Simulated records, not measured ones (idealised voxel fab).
process module | voxel gate over fins
cross-section cut | 300 nm wide | cells 5 nm
A cross-section is a grid of square cells, given in bands from the top down. A band is one or more rows of cells.
Each band's line starts with the height of the band's top and of its bottom, in nm. Then come its materials from left to right, each with its width in nm. One material with "throughout" fills the band from edge to edge. "air" is empty space.
Height 0 is the level under which the wafer as received is all one material. The lowest band goes on downwards, as in "0 down".
A width such as "30 to 40" changes by the same amount from each row of cells to the next, from the band's top row to its bottom row.
"no change" after a step means that no cell of the cross-section changed.
closed voids: empty space of 8 cells or more with no open way to the top, each as width x height at its distance from the left edge, in nm
after a step's settings: what the simulator itself notes on the step
overlay nm, on a step with a mask: how far to the right of its planned place the mask lay; to the left if negative
plan
1 op RECEIVE | material Si
2 op CONFORMAL_DEP | material SiN | thk nm 5
3 op DIRECTIONAL_DEP | material aC | thk nm 10
4 op PATTERN | tone cover | mask id FINS | material resist | width nm 15 | pitch nm 40 | thk nm 30 | overlay nm 0
5 op DIRECTIONAL_ETCH | etch materials aC | depth nm 10
6 op STRIP | etch materials resist
7 op DIRECTIONAL_ETCH | etch materials SiN | depth nm 5
8 op DIRECTIONAL_ETCH | etch materials Si | depth nm 30
9 op STRIP | etch materials aC
10 op OXIDIZE | depth nm 5
11 op FILL_DEP | material SiO2 | thk nm 10
12 op CMP | height nm 5
13 op SELECTIVE_ETCH | etch materials SiO2 | depth nm 20
14 op STRIP | etch materials SiN
15 op CONFORMAL_DEP | material HfO2 | thk nm 5
16 op CONFORMAL_DEP | material TiN | thk nm 5
17 op CONFORMAL_DEP | material TiAl | thk nm 5
18 op CONFORMAL_DEP | material TiN | thk nm 5
19 op FILL_DEP | material W | thk nm 15
20 op CMP | height nm 30
21 op CONFORMAL_DEP | material SiCN | thk nm 5
first wafer, as planned
as received, after step 1
  0 down: Si throughout
  closed voids: none
after step 2
  5 to 0: SiN throughout
  below 0: unchanged
after step 3
  15 to 5: aC throughout
  below 5: unchanged
after step 4
  45 to 15: air 100 | resist 15 | air 25 | resist 15 | air 25 | resist 15 | air 105
  below 15: unchanged
after step 5
  35 to 15: air 100 | resist 15 | air 25 | resist 15 | air 25 | resist 15 | air 105
  15 to 5: air 100 | aC 15 | air 25 | aC 15 | air 25 | aC 15 | air 105
  below 5: unchanged
after step 6
  15 to 5: air 100 | aC 15 | air 25 | aC 15 | air 25 | aC 15 | air 105
  below 5: unchanged
after step 7
  15 to 5: air 100 | aC 15 | air 25 | aC 15 | air 25 | aC 15 | air 105
  5 to 0: air 100 | SiN 15 | air 25 | SiN 15 | air 25 | SiN 15 | air 105
  below 0: unchanged
after step 8
  15 to 5: air 100 | aC 15 | air 25 | aC 15 | air 25 | aC 15 | air 105
  5 to 0: air 100 | SiN 15 | air 25 | SiN 15 | air 25 | SiN 15 | air 105
  0 to -30: air 100 | Si 15 | air 25 | Si 15 | air 25 | Si 15 | air 105
  below -30: unchanged
after step 9
  5 to 0: air 100 | SiN 15 | air 25 | SiN 15 | air 25 | SiN 15 | air 105
  below 0: unchanged
after step 10
  5 to 0: air 100 | SiN 15 | air 25 | SiN 15 | air 25 | SiN 15 | air 105
  0 to -30: air 100 | SiO2 5 | Si 5 | SiO2 5 | air 25 | SiO2 5 | Si 5 | SiO2 5 | air 25 | SiO2 5 | Si 5 | SiO2 5 | air 105
  -30 to -35: SiO2 105 | Si 5 | SiO2 35 | Si 5 | SiO2 35 | Si 5 | SiO2 110
  below -35: unchanged
after step 11
  15 to 5: SiO2 throughout
  5 to 0: SiO2 100 | SiN 15 | SiO2 25 | SiN 15 | SiO2 25 | SiN 15 | SiO2 105
  0 to -35: SiO2 105 | Si 5 | SiO2 35 | Si 5 | SiO2 35 | Si 5 | SiO2 110
  below -35: unchanged
after step 12
  5 to 0: SiO2 100 | SiN 15 | SiO2 25 | SiN 15 | SiO2 25 | SiN 15 | SiO2 105
  below 0: unchanged
after step 13
  5 to 0: air 100 | SiN 15 | air 25 | SiN 15 | air 25 | SiN 15 | air 105
  0 to -15: air 105 | Si 5 | air 35 | Si 5 | air 35 | Si 5 | air 110
  below -15: unchanged
after step 14
  0 to -15: air 105 | Si 5 | air 35 | Si 5 | air 35 | Si 5 | air 110
  below -15: unchanged
after step 15
  5 to 0: air 100 | HfO2 15 | air 25 | HfO2 15 | air 25 | HfO2 15 | air 105
  0 to -10: air 100 | HfO2 5 | Si 5 | HfO2 5 | air 25 | HfO2 5 | Si 5 | HfO2 5 | air 25 | HfO2 5 | Si 5 | HfO2 5 | air 105
  -10 to -15: HfO2 105 | Si 5 | HfO2 35 | Si 5 | HfO2 35 | Si 5 | HfO2 110
  below -15: unchanged
after step 16
  10 to 5: air 95 | TiN 25 | air 15 | TiN 25 | air 15 | TiN 25 | air 100
  5 to 0: air 95 | TiN 5 | HfO2 15 | TiN 5 | air 15 | TiN 5 | HfO2 15 | TiN 5 | air 15 | TiN 5 | HfO2 15 | TiN 5 | air 100
  0 to -5: air 95 | TiN 5 | HfO2 5 | Si 5 | HfO2 5 | TiN 5 | air 15 | TiN 5 | HfO2 5 | Si 5 | HfO2 5 | TiN 5 | air 15 | TiN 5 | HfO2 5 | Si 5 | HfO2 5 | TiN 5 | air 100
  -5 to -10: TiN 100 | HfO2 5 | Si 5 | HfO2 5 | TiN 25 | HfO2 5 | Si 5 | HfO2 5 | TiN 25 | HfO2 5 | Si 5 | HfO2 5 | TiN 105
  below -10: unchanged
after step 17
  15 to 10: air 90 | TiAl 35 | air 5 | TiAl 35 | air 5 | TiAl 35 | air 95
  10 to 5: air 90 | TiAl 5 | TiN 25 | TiAl 5 | air 5 | TiAl 5 | TiN 25 | TiAl 5 | air 5 | TiAl 5 | TiN 25 | TiAl 5 | air 95
  5 to 0: air 90 | TiAl 5 | TiN 5 | HfO2 15 | TiN 5 | TiAl 5 | air 5 | TiAl 5 | TiN 5 | HfO2 15 | TiN 5 | TiAl 5 | air 5 | TiAl 5 | TiN 5 | HfO2 15 | TiN 5 | TiAl 5 | air 95
  0 to -5: TiAl 95 | TiN 5 | HfO2 5 | Si 5 | HfO2 5 | TiN 5 | TiAl 15 | TiN 5 | HfO2 5 | Si 5 | HfO2 5 | TiN 5 | TiAl 15 | TiN 5 | HfO2 5 | Si 5 | HfO2 5 | TiN 5 | TiAl 100
  below -5: unchanged
after step 18
  20 to 15: air 85 | TiN 125 | air 90
  15 to 10: air 85 | TiN 5 | TiAl 35 | TiN 5 | TiAl 35 | TiN 5 | TiAl 35 | TiN 5 | air 90
  10 to 5: air 85 | TiN 5 | TiAl 5 | TiN 25 | TiAl 5 | TiN 5 | TiAl 5 | TiN 25 | TiAl 5 | TiN 5 | TiAl 5 | TiN 25 | TiAl 5 | TiN 5 | air 90
  5 to 0: TiN 90 | TiAl 5 | TiN 5 | HfO2 15 | TiN 5 | TiAl 5 | TiN 5 | TiAl 5 | TiN 5 | HfO2 15 | TiN 5 | TiAl 5 | TiN 5 | TiAl 5 | TiN 5 | HfO2 15 | TiN 5 | TiAl 5 | TiN 95
  below 0: unchanged
after step 19
  35 to 20: W throughout
  20 to 15: W 85 | TiN 125 | W 90
  15 to 10: W 85 | TiN 5 | TiAl 35 | TiN 5 | TiAl 35 | TiN 5 | TiAl 35 | TiN 5 | W 90
  10 to 5: W 85 | TiN 5 | TiAl 5 | TiN 25 | TiAl 5 | TiN 5 | TiAl 5 | TiN 25 | TiAl 5 | TiN 5 | TiAl 5 | TiN 25 | TiAl 5 | TiN 5 | W 90
  below 5: unchanged
after step 20
  30 to 20: W throughout
  below 20: unchanged
after step 21
  35 to 30: SiCN throughout
  below 30: unchanged
second wafer: like start, like plan, one mistake. Through step 3 it matches the first wafer
when step 4 should have ended
  45 to 15: air 95 | resist 25 | air 15 | resist 25 | air 15 | resist 25 | air 100
  below 15: unchanged
when step 5 should have ended
  35 to 15: air 95 | resist 25 | air 15 | resist 25 | air 15 | resist 25 | air 100
  15 to 5: air 95 | aC 25 | air 15 | aC 25 | air 15 | aC 25 | air 100
  below 5: unchanged
when step 6 should have ended
  15 to 5: air 95 | aC 25 | air 15 | aC 25 | air 15 | aC 25 | air 100
  below 5: unchanged
when step 7 should have ended
  15 to 5: air 95 | aC 25 | air 15 | aC 25 | air 15 | aC 25 | air 100
  5 to 0: air 95 | SiN 25 | air 15 | SiN 25 | air 15 | SiN 25 | air 100
  below 0: unchanged
when step 8 should have ended
  15 to 5: air 95 | aC 25 | air 15 | aC 25 | air 15 | aC 25 | air 100
  5 to 0: air 95 | SiN 25 | air 15 | SiN 25 | air 15 | SiN 25 | air 100
  0 to -30: air 95 | Si 25 | air 15 | Si 25 | air 15 | Si 25 | air 100
  below -30: unchanged
when step 9 should have ended
  5 to 0: air 95 | SiN 25 | air 15 | SiN 25 | air 15 | SiN 25 | air 100
  below 0: unchanged
when step 10 should have ended
  5 to 0: air 95 | SiN 25 | air 15 | SiN 25 | air 15 | SiN 25 | air 100
  0 to -30: air 95 | SiO2 5 | Si 15 | SiO2 5 | air 15 | SiO2 5 | Si 15 | SiO2 5 | air 15 | SiO2 5 | Si 15 | SiO2 5 | air 100
  -30 to -35: SiO2 100 | Si 15 | SiO2 25 | Si 15 | SiO2 25 | Si 15 | SiO2 105
  below -35: unchanged
when step 11 should have ended
  15 to 5: SiO2 throughout
  5 to 0: SiO2 95 | SiN 25 | SiO2 15 | SiN 25 | SiO2 15 | SiN 25 | SiO2 100
  0 to -35: SiO2 100 | Si 15 | SiO2 25 | Si 15 | SiO2 25 | Si 15 | SiO2 105
  below -35: unchanged
when step 12 should have ended
  5 to 0: SiO2 95 | SiN 25 | SiO2 15 | SiN 25 | SiO2 15 | SiN 25 | SiO2 100
  below 0: unchanged
when step 13 should have ended
  5 to 0: air 95 | SiN 25 | air 15 | SiN 25 | air 15 | SiN 25 | air 100
  0 to -15: air 100 | Si 15 | air 25 | Si 15 | air 25 | Si 15 | air 105
  below -15: unchanged
when step 14 should have ended
  0 to -15: air 100 | Si 15 | air 25 | Si 15 | air 25 | Si 15 | air 105
  below -15: unchanged
when step 15 should have ended
  5 to 0: air 95 | HfO2 25 | air 15 | HfO2 25 | air 15 | HfO2 25 | air 100
  0 to -10: air 95 | HfO2 5 | Si 15 | HfO2 5 | air 15 | HfO2 5 | Si 15 | HfO2 5 | air 15 | HfO2 5 | Si 15 | HfO2 5 | air 100
  -10 to -15: HfO2 100 | Si 15 | HfO2 25 | Si 15 | HfO2 25 | Si 15 | HfO2 105
  below -15: unchanged
when step 16 should have ended
  10 to 5: air 90 | TiN 35 | air 5 | TiN 35 | air 5 | TiN 35 | air 95
  5 to 0: air 90 | TiN 5 | HfO2 25 | TiN 5 | air 5 | TiN 5 | HfO2 25 | TiN 5 | air 5 | TiN 5 | HfO2 25 | TiN 5 | air 95
  0 to -5: air 90 | TiN 5 | HfO2 5 | Si 15 | HfO2 5 | TiN 5 | air 5 | TiN 5 | HfO2 5 | Si 15 | HfO2 5 | TiN 5 | air 5 | TiN 5 | HfO2 5 | Si 15 | HfO2 5 | TiN 5 | air 95
  -5 to -10: TiN 95 | HfO2 5 | Si 15 | HfO2 5 | TiN 15 | HfO2 5 | Si 15 | HfO2 5 | TiN 15 | HfO2 5 | Si 15 | HfO2 5 | TiN 100
  below -10: unchanged
when step 17 should have ended
  15 to 10: air 85 | TiAl 125 | air 90
  10 to 5: air 85 | TiAl 5 | TiN 35 | TiAl 5 | TiN 35 | TiAl 5 | TiN 35 | TiAl 5 | air 90
  5 to 0: air 85 | TiAl 5 | TiN 5 | HfO2 25 | TiN 5 | TiAl 5 | TiN 5 | HfO2 25 | TiN 5 | TiAl 5 | TiN 5 | HfO2 25 | TiN 5 | TiAl 5 | air 90
  0 to -5: TiAl 90 | TiN 5 | HfO2 5 | Si 15 | HfO2 5 | TiN 5 | TiAl 5 | TiN 5 | HfO2 5 | Si 15 | HfO2 5 | TiN 5 | TiAl 5 | TiN 5 | HfO2 5 | Si 15 | HfO2 5 | TiN 5 | TiAl 95
  below -5: unchanged
when step 18 should have ended
  20 to 15: air 80 | TiN 135 | air 85
  15 to 10: air 80 | TiN 5 | TiAl 125 | TiN 5 | air 85
  10 to 5: air 80 | TiN 5 | TiAl 5 | TiN 35 | TiAl 5 | TiN 35 | TiAl 5 | TiN 35 | TiAl 5 | TiN 5 | air 85
  5 to 0: TiN 85 | TiAl 5 | TiN 5 | HfO2 25 | TiN 5 | TiAl 5 | TiN 5 | HfO2 25 | TiN 5 | TiAl 5 | TiN 5 | HfO2 25 | TiN 5 | TiAl 5 | TiN 90
  below 0: unchanged
when step 19 should have ended
  35 to 20: W throughout
  20 to 15: W 80 | TiN 135 | W 85
  15 to 10: W 80 | TiN 5 | TiAl 125 | TiN 5 | W 85
  10 to 5: W 80 | TiN 5 | TiAl 5 | TiN 35 | TiAl 5 | TiN 35 | TiAl 5 | TiN 35 | TiAl 5 | TiN 5 | W 85
  below 5: unchanged
when step 20 should have ended
  30 to 20: W throughout
  below 20: unchanged
when step 21 should have ended
  35 to 30: SiCN throughout
  below 30: unchanged
what went wrong: step 4 ran as: op PATTERN | tone cover | mask id FINS | material resist | width nm 25 | pitch nm 40 | thk nm 30 | overlay nm 0
at the end the second wafer has, in cells: 42 more of Si | 24 fewer of SiO2 | 6 fewer of TiAl | 6 fewer of TiN | 6 fewer of W
